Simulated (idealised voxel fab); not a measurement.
process module | voxel gate over fins
cross-section cut | 175 nm wide | cells 5 nm
A cross-section is a grid of square cells, given in bands from the top down. A band is one or more rows of cells.
Each band's line starts with the height of the band's top and of its bottom, in nm. Then come its materials from left to right, each with its width in nm. One material with "throughout" fills the band from edge to edge. "air" is empty space.
Height 0 is the level under which the wafer as received is all one material. The lowest band goes on downwards, as in "0 down".
A width such as "30 to 40" changes by the same amount from each row of cells to the next, from the band's top row to its bottom row.
"no change" after a step means that no cell of the cross-section changed.
closed voids: empty space of 8 cells or more with no open way to the top, each as width x height at its distance from the left edge, in nm
after a step's settings: what the simulator itself notes on the step
overlay nm, on a step with a mask: how far to the right of its planned place the mask lay; to the left if negative
plan
1 op RECEIVE | material Si
2 op CONFORMAL_DEP | material SiN | thk nm 10
3 op PATTERN | tone cover | mask id FINS | material resist | width nm 15 | pitch nm 35 | thk nm 15 | overlay nm 0
4 op DIRECTIONAL_ETCH | etch materials SiN | depth nm 10
5 op DIRECTIONAL_ETCH | etch materials Si | depth nm 20
6 op STRIP | etch materials resist
7 op OXIDIZE | depth nm 5
8 op FILL_DEP | material SiO2 | thk nm 10
9 op CMP | height nm 10
10 op SELECTIVE_ETCH | etch materials SiO2 | depth nm 20
11 op STRIP | etch materials SiN
12 op CONFORMAL_DEP | material HfO2 | thk nm 5
13 op CONFORMAL_DEP | material TiN | thk nm 5
14 op CONFORMAL_DEP | material TiAl | thk nm 5
15 op CONFORMAL_DEP | material TiN | thk nm 5
16 op FILL_DEP | material W | thk nm 15
17 op CMP | height nm 30
18 op CONFORMAL_DEP | material SiN | thk nm 5
varied across the wafers: depth nm of step 5. The plan shows the first wafer's value. All wafers start alike
first wafer as received, after step 1
  0 down: Si throughout
  closed voids: none
first wafer at the end, after step 18
  35 to 30: SiN throughout
  30 to 20: W throughout
  20 to 15: W 10 | TiN 150 | W 15
  15 to 10: W 10 | TiN 5 | TiAl 140 | TiN 5 | W 15
  10 to 5: TiN 15 | TiAl 5 | TiN 25 | TiAl 10 | TiN 25 | TiAl 10 | TiN 25 | TiAl 10 | TiN 25 | TiAl 5 | TiN 20
  5 to 0: TiAl 20 | TiN 5 | HfO2 15 | TiN 5 | TiAl 10 | TiN 5 | HfO2 15 | TiN 5 | TiAl 10 | TiN 5 | HfO2 15 | TiN 5 | TiAl 10 | TiN 5 | HfO2 15 | TiN 5 | TiAl 25
  0 to -5: TiN 25 | HfO2 5 | Si 5 | HfO2 5 | TiN 20 | HfO2 5 | Si 5 | HfO2 5 | TiN 20 | HfO2 5 | Si 5 | HfO2 5 | TiN 20 | HfO2 5 | Si 5 | HfO2 5 | TiN 30
  -5 to -10: HfO2 30 | Si 5 | HfO2 30 | Si 5 | HfO2 30 | Si 5 | HfO2 30 | Si 5 | HfO2 35
  -10 to -25: SiO2 30 | Si 5 | SiO2 30 | Si 5 | SiO2 30 | Si 5 | SiO2 30 | Si 5 | SiO2 35
  -25 down: Si throughout
  closed voids: none
last wafer at the end
  35 to 30: SiN throughout
  30 to 20: W throughout
  20 to 15: W 10 | TiN 150 | W 15
  15 to 10: W 10 | TiN 5 | TiAl 140 | TiN 5 | W 15
  10 to 5: TiN 15 | TiAl 5 | TiN 25 | TiAl 10 | TiN 25 | TiAl 10 | TiN 25 | TiAl 10 | TiN 25 | TiAl 5 | TiN 20
  5 to 0: TiAl 20 | TiN 5 | HfO2 15 | TiN 5 | TiAl 10 | TiN 5 | HfO2 15 | TiN 5 | TiAl 10 | TiN 5 | HfO2 15 | TiN 5 | TiAl 10 | TiN 5 | HfO2 15 | TiN 5 | TiAl 25
  0 to -5: TiN 25 | HfO2 5 | Si 5 | HfO2 5 | TiN 20 | HfO2 5 | Si 5 | HfO2 5 | TiN 20 | HfO2 5 | Si 5 | HfO2 5 | TiN 20 | HfO2 5 | Si 5 | HfO2 5 | TiN 30
  -5 to -10: HfO2 30 | Si 5 | HfO2 30 | Si 5 | HfO2 30 | Si 5 | HfO2 30 | Si 5 | HfO2 35
  -10 to -50: SiO2 30 | Si 5 | SiO2 30 | Si 5 | SiO2 30 | Si 5 | SiO2 30 | Si 5 | SiO2 35
  -50 down: Si throughout
  closed voids: none
each wafer at the end: cells of each material gained (+) or lost (-) since it was received, then its closed voids
depth nm 20 | +51 HfO2 | -155 Si | +35 SiN | +93 SiO2 | +51 TiAl | +90 TiN | +80 W | closed voids: none
depth nm 25 | +51 HfO2 | -186 Si | +35 SiN | +124 SiO2 | +51 TiAl | +90 TiN | +80 W | closed voids: none
depth nm 30 | +51 HfO2 | -217 Si | +35 SiN | +155 SiO2 | +51 TiAl | +90 TiN | +80 W | closed voids: none
depth nm 35 | +51 HfO2 | -248 Si | +35 SiN | +186 SiO2 | +51 TiAl | +90 TiN | +80 W | closed voids: none
depth nm 40 | +51 HfO2 | -279 Si | +35 SiN | +217 SiO2 | +51 TiAl | +90 TiN | +80 W | closed voids: none
depth nm 45 | +51 HfO2 | -310 Si | +35 SiN | +248 SiO2 | +51 TiAl | +90 TiN | +80 W | closed voids: none
